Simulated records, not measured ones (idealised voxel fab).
Process module name: voxel gate over fins
For reference, the cross-section in this document is cut, with width 145 nm and square cells of 5 nm.
Heads up, the way a cross-section reads in here is a grid of square cells, handed over as bands from the top down, with every band being one or more rows of cells. In this notation a band is specified by the heights of its top and bottom, in that order and in nm, after which its materials appear from left to right, each paired with its width in nm. The word "throughout" attached to a single material means that material fills the band from edge to edge; the word "empty" stands for empty space. Ref level 0: as-received wafer is one material below here. Bottom band extends down with no lower bound ("0 down"). Think of "30 to 40" as a width that walks from the first number to the second as you go down the band, top row to bottom row, taking equal-sized steps from row to row. The designation "nothing different", where it is given for a processing step, indicates that no cell of the cross-section was altered in the course of that step. Voids not open to the top, 8 cells minimum: see "Entrapped voids". Written width x height at distance; distance is from the left edge; nm. Post-settings text on a step line: simulator's own remark regarding the step. overlay nm: how far to the right of its planned place the mask lay on this masked step (negative: to the left).

THE FOLLOWING LIST GIVES THE PLANNED PROCESS STEPS
1 RECEIVE,material Si
2 CONFORMAL_DEP,material SiN,thk nm 10
3 DIRECTIONAL_DEP,material aC,thk nm 10
4 PATTERN,tone cover,mask id FINS,material resist,width nm 15,pitch nm 35,thk nm 30,overlay nm 0
5 DIRECTIONAL_ETCH,etch materials aC,depth nm 10
6 STRIP,etch materials resist
7 DIRECTIONAL_ETCH,etch materials SiN,depth nm 10
8 DIRECTIONAL_ETCH,etch materials Si,depth nm 40
9 STRIP,etch materials aC
10 OXIDIZE,depth nm 5
11 FILL_DEP,material SiO2,thk nm 5
12 CMP,height nm 10
13 SELECTIVE_ETCH,etch materials SiO2,depth nm 25
14 STRIP,etch materials SiN
15 CONFORMAL_DEP,material HfO2,thk nm 5
16 CONFORMAL_DEP,material TiN,thk nm 5
17 CONFORMAL_DEP,material TiAl,thk nm 5
18 CONFORMAL_DEP,material TiN,thk nm 5
19 FILL_DEP,material W,thk nm 15
20 CMP,height nm 30
21 CONFORMAL_DEP,material SiCN,thk nm 5

CROSS-SECTION OF THE WAFER AT RECEIPT, WHICH IS THE CONDITION AFTER STEP 1
- 0 down = Si throughout
- Entrapped voids: none

CROSS-SECTION TAKEN AT MODULE COMPLETION ON THE FIRST OF TWO WAFERS; PROCESSED PER THE PLAN
- 35 to 30 = SiCN throughout
- 30 to 20 = W throughout
- 20 to 15 = 30 nm W / 80 nm TiN / 35 nm W
- 15 to 10 = 30 nm W / 5 nm TiN / 70 nm TiAl / 5 nm TiN / 35 nm W
- 10 to 5 = 30 nm W / 5 nm TiN / 5 nm TiAl / 25 nm TiN / 10 nm TiAl / 25 nm TiN / 5 nm TiAl / 5 nm TiN / 35 nm W
- 5 to 0 = 35 nm TiN / 5 nm TiAl / 5 nm TiN / 15 nm HfO2 / 5 nm TiN / 10 nm TiAl / 5 nm TiN / 15 nm HfO2 / 5 nm TiN / 5 nm TiAl / 40 nm TiN
- 0 to -5 = 40 nm TiAl / 5 nm TiN / 5 nm HfO2 / 5 nm Si / 5 nm HfO2 / 5 nm TiN / 10 nm TiAl / 5 nm TiN / 5 nm HfO2 / 5 nm Si / 5 nm HfO2 / 5 nm TiN / 45 nm TiAl
- -5 to -10 = 45 nm TiN / 5 nm HfO2 / 5 nm Si / 5 nm HfO2 / 20 nm TiN / 5 nm HfO2 / 5 nm Si / 5 nm HfO2 / 50 nm TiN
- -10 to -15 = 50 nm HfO2 / 5 nm Si / 30 nm HfO2 / 5 nm Si / 55 nm HfO2
- -15 to -45 = 50 nm SiO2 / 5 nm Si / 30 nm SiO2 / 5 nm Si / 55 nm SiO2
- -45 down = Si throughout
- Entrapped voids: none

WHAT THE SECOND WAFER LOOKS LIKE IN CROSS-SECTION ONCE THE MODULE IS DONE. ITS START AND ITS PLAN MATCHED THE FIRST WAFER'S EXACTLY; WHAT DIFFERED WAS ONE MISTAKE IN HOW IT WAS RUN
- 35 to 30 = SiCN throughout
- 30 to 20 = W throughout
- 20 to 15 = 30 nm W / 85 nm TiN / 30 nm W
- 15 to 10 = 30 nm W / 5 nm TiN / 75 nm TiAl / 5 nm TiN / 30 nm W
- 10 to 5 = 30 nm W / 5 nm TiN / 5 nm TiAl / 30 nm TiN / 5 nm TiAl / 30 nm TiN / 5 nm TiAl / 5 nm TiN / 30 nm W
- 5 to 0 = 35 nm TiN / 5 nm TiAl / 5 nm TiN / 20 nm HfO2 / 5 nm TiN / 5 nm TiAl / 5 nm TiN / 20 nm HfO2 / 5 nm TiN / 5 nm TiAl / 35 nm TiN
- 0 to -5 = 40 nm TiAl / 5 nm TiN / 5 nm HfO2 / 10 nm Si / 5 nm HfO2 / 5 nm TiN / 5 nm TiAl / 5 nm TiN / 5 nm HfO2 / 10 nm Si / 5 nm HfO2 / 5 nm TiN / 40 nm TiAl
- -5 to -10 = 45 nm TiN / 5 nm HfO2 / 10 nm Si / 5 nm HfO2 / 15 nm TiN / 5 nm HfO2 / 10 nm Si / 5 nm HfO2 / 45 nm TiN
- -10 to -15 = 50 nm HfO2 / 10 nm Si / 25 nm HfO2 / 10 nm Si / 50 nm HfO2
- -15 to -45 = 50 nm SiO2 / 10 nm Si / 25 nm SiO2 / 10 nm Si / 50 nm SiO2
- -45 down = Si throughout
- Entrapped voids: none
Heads up, the wafer didn't run the way we planned it: note that step 4 departed from the planned setting and was carried out as PATTERN,tone cover,mask id FINS,material resist,width nm 20,pitch nm 35,thk nm 30,overlay nm 0
End of process, cell counts, second wafer against first, materials with more or fewer: +18 Si, -12 SiO2, -3 TiAl, -3 W
